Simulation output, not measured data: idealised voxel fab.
process module | voxel ribs on slabs
Cross-section cut spans 145 nm and uses square cells 5 nm in size.
Cross-section spec: square-cell grid; bands listed top down; each band is one or more rows.
For a band, the entry starts with two heights in nm, that of the top and then that of the bottom, and carries on with the band's materials in order from left to right, each alongside its width in nm; the word "full width" beside a single material means it fills the band edge to edge, and "empty" means empty space.
Heights are reckoned from 0. Under this level, the received wafer is all of one material. The bottommost band is open-ended downward, for example "0 nm and below".
The expression "30..40" gives the width at the extremes of the band, the first number at its top row of cells and the second at its bottom row, with the width changing by equal amounts from each row to the next in between.
What does "remained the same" mean for a step? It means no cell of the cross-section changed in that step.
For the entry "Closed void register", the listed items are empty spaces with no open way to the top whose size is 8 cells or more; each item follows the pattern width x height at distance, where distance is from the left edge and all three are in nm.
Past the settings on a step's line: simulator remark, on that step.
A step line may carry the setting "overlay nm", which, for steps involving a mask, states the distance by which the mask lay to the right of its intended position; negative values denote displacement to the left.

The following list gives the planned process steps
1: RECEIVE (material Si)
2: DIRECTIONAL_DEP (material SiO2; thk nm 30)
3: DIRECTIONAL_DEP (material polySi; thk nm 15)
4: MASKED_ETCH (tone cover; mask id RIB; width nm 25; etch materials polySi; depth nm 5; overlay nm 0)
5: PATTERN (tone cover; mask id SLAB; material resist; width nm 65; thk nm 20; overlay nm 0)
6: DIRECTIONAL_ETCH (etch materials polySi; depth nm 10)
7: STRIP (etch materials resist)
8: FILL_DEP (material SiO2; thk nm 30)
9: CMP (height nm 65)
10: DIRECTIONAL_DEP (material TiN; thk nm 10)
11: PATTERN (tone cover; mask id HEATER; material resist; width nm 35; thk nm 15; overlay nm 0)
12: DIRECTIONAL_ETCH (etch materials TiN; depth nm 10)
13: STRIP (etch materials resist)
14: CONFORMAL_DEP (material SiO2; thk nm 5)

As-received wafer cross-section (after step 1)
  0 nm and below: Si full width
  Closed void register: none

First wafer of two, sectioned at end of module; run went per plan
  80 nm to 75 nm: 50 nm empty, 45 nm SiO2, 50 nm empty
  75 nm to 70 nm: 50 nm empty, 5 nm SiO2, 35 nm TiN, 5 nm SiO2, 50 nm empty
  70 nm to 65 nm: 55 nm SiO2, 35 nm TiN, 55 nm SiO2
  65 nm to 45 nm: SiO2 full width
  45 nm to 40 nm: 60 nm SiO2, 25 nm polySi, 60 nm SiO2
  40 nm to 30 nm: 40 nm SiO2, 65 nm polySi, 40 nm SiO2
  30 nm to 0 nm: SiO2 full width
  0 nm and below: Si full width
  Closed void register: none

Cross-sectional image of the second wafer of the two following completion of the module. Starting state and process plan were the same as for the first wafer; one execution error occurred
  75 nm to 65 nm: 55 nm empty, 35 nm TiN, 55 nm empty
  65 nm to 45 nm: SiO2 full width
  45 nm to 40 nm: 60 nm SiO2, 25 nm polySi, 60 nm SiO2
  40 nm to 30 nm: 40 nm SiO2, 65 nm polySi, 40 nm SiO2
  30 nm to 0 nm: SiO2 full width
  0 nm and below: Si full width
  Closed void register: none
Diagnosis: step 14 of the plan was jumped over and never run
Count the cells at the end and the second wafer has more or fewer of some materials than the first: -33 SiO2
